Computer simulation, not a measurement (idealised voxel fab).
Proc. module: voxel wiring stack
The figure presents cross-section cut, which has a width of 280 nm and is divided into square cells with an edge length of 5 nm.
Cross-sections here: square-cell grids, written as top-down lists of bands, a band being one or more rows of cells. The band entry comprises the height of the band's top followed by the height of its bottom, expressed in nm, and subsequently the band's materials from left to right, each stated together with its width in nm. Where a single material is marked with the word "all across", that material fills the band from edge to edge. The word "blank" represents empty space. Height 0 is the level under which the wafer as received is all one material. The lowest band goes on downwards, as in "0 and below". A two-number width, for instance "30->40", indicates that the width is equal to the first number in the top row of the band and to the second number in the bottom row, and that it changes by a constant amount per row of cells. Key: "nothing altered" - step with no changed cell in the cross-section. Any empty space of 8 cells or more lacking an open way to the top shows up in "Tabulated closed voids" as width x height at distance, distance from the left edge, in nm. It should be noted that, on the line of a given step, the content following the step's settings is a remark produced by the simulator itself with respect to that step. "overlay nm" answers the question of how far to the right of plan the mask lay on a step that has a mask, and when it is negative the answer is to the left.

## Process steps - plan
1: op RECEIVE | material Si
2: op CONFORMAL_DEP | material SiO2 | thk nm 10
3: op CONFORMAL_DEP | material SiN | thk nm 5
4: op DIRECTIONAL_DEP | material lowk | thk nm 15
5: op DIRECTIONAL_DEP | material aC | thk nm 10
6: op PATTERN | tone open | mask id METAL_1 | material resist | width nm 15 | pitch nm 40 | thk nm 30 | overlay nm 0
7: op DIRECTIONAL_ETCH | etch materials aC | depth nm 10
8: op STRIP | etch materials resist
9: op DIRECTIONAL_ETCH | etch materials lowk | depth nm 15
10: op DIRECTIONAL_ETCH | etch materials SiN | depth nm 5
11: op STRIP | etch materials aC
12: op CONFORMAL_DEP | material TiN | thk nm 5
13: op FILL_DEP | material Cu | thk nm 5
14: op CMP | height nm 30
15: op CONFORMAL_DEP | material SiCN | thk nm 5
16: op DIRECTIONAL_DEP | material lowk | thk nm 20
17: op DIRECTIONAL_DEP | material aC | thk nm 15
18: op PATTERN | tone open | mask id PLUG_1 | material resist | width nm 15 | pitch nm 40 | thk nm 35 | overlay nm 0
19: op DIRECTIONAL_ETCH | etch materials aC | depth nm 15
20: op STRIP | etch materials resist
21: op DIRECTIONAL_ETCH | etch materials lowk | depth nm 20
22: op DIRECTIONAL_ETCH | etch materials SiCN | depth nm 5
23: op STRIP | etch materials aC
24: op CONFORMAL_DEP | material TiN | thk nm 5
25: op FILL_DEP | material Ru | thk nm 5
26: op CMP | height nm 55
27: op CONFORMAL_DEP | material SiCN | thk nm 5
28: op DIRECTIONAL_DEP | material lowk | thk nm 25
29: op MASKED_ETCH | tone open | mask id METAL_2 | width nm 25 | pitch nm 40 | etch materials lowk | depth nm 25 | overlay nm 0
30: op MASKED_ETCH | tone open | mask id METAL_2 | width nm 25 | pitch nm 40 | etch materials SiCN | depth nm 5 | overlay nm 0
31: op CONFORMAL_DEP | material TiN | thk nm 5
32: op FILL_DEP | material Cu | thk nm 5
33: op CMP | height nm 85
34: op CONFORMAL_DEP | material SiN | thk nm 5
For clarity, it should be stated that the wafers under discussion commence in an identical condition and differ with respect to the width nm of step 6, the plan indicating the value that the first wafer had.

## First of several wafers (as received, post step 1), cross-sectional view
> 0 and below | Si all across
> Tabulated closed voids: none

## End of the module, past its last step, step 34: how the first of several wafers looks in cross-section
> 90 down to 85 | SiN all across
> 85 down to 60 | lowk: 105 / TiN: 5 / Cu: 15 / TiN: 5 / lowk: 15 / TiN: 5 / Cu: 15 / TiN: 5 / lowk: 110
> 60 down to 55 | SiCN: 105 / TiN: 25 / SiCN: 15 / TiN: 25 / SiCN: 110
> 55 down to 35 | lowk: 105 / TiN: 5 / Ru: 5 / TiN: 5 / lowk: 25 / TiN: 5 / Ru: 5 / TiN: 5 / lowk: 120
> 35 down to 30 | SiCN: 105 / TiN: 15 / SiCN: 25 / TiN: 15 / SiCN: 120
> 30 down to 15 | lowk: 110 / TiN: 5 / Cu: 5 / TiN: 5 / lowk: 25 / TiN: 5 / Cu: 5 / TiN: 5 / lowk: 115
> 15 down to 10 | SiN: 110 / TiN: 15 / SiN: 25 / TiN: 15 / SiN: 115
> 10 down to 0 | SiO2 all across
> 0 and below | Si all across
> Tabulated closed voids: none

## Last wafer, end of module, cross-section
> 90 down to 85 | SiN all across
> 85 down to 60 | lowk: 105 / TiN: 5 / Cu: 15 / TiN: 5 / lowk: 15 / TiN: 5 / Cu: 15 / TiN: 5 / lowk: 110
> 60 down to 55 | SiCN: 105 / TiN: 25 / SiCN: 15 / TiN: 25 / SiCN: 110
> 55 down to 35 | lowk: 105 / TiN: 5 / Ru: 5 / TiN: 5 / lowk: 25 / TiN: 5 / Ru: 5 / TiN: 5 / lowk: 120
> 35 down to 30 | SiCN: 105 / TiN: 15 / SiCN: 25 / TiN: 15 / SiCN: 120
> 30 down to 15 | lowk: 105 / TiN: 5 / Cu: 15 / TiN: 5 / lowk: 15 / TiN: 5 / Cu: 15 / TiN: 5 / lowk: 110
> 15 down to 10 | SiN: 105 / TiN: 25 / SiN: 15 / TiN: 25 / SiN: 110
> 10 down to 0 | SiO2 all across
> 0 and below | Si all across
> Tabulated closed voids: none

## Note: the following table is arranged by wafer, a row apiece. Each row reports the end-of-module state: per material, cells gained (+) or cells lost (-) compared with the wafer as received; closed voids follow
width nm 15; +36 Cu; +8 Ru; +96 SiCN; +106 SiN; +112 SiO2; +70 TiN; +580 lowk; Tabulated closed voids: none
width nm 20; +42 Cu; +8 Ru; +96 SiCN; +104 SiN; +112 SiO2; +72 TiN; +574 lowk; Tabulated closed voids: none
width nm 25; +48 Cu; +8 Ru; +96 SiCN; +102 SiN; +112 SiO2; +74 TiN; +568 lowk; Tabulated closed voids: none
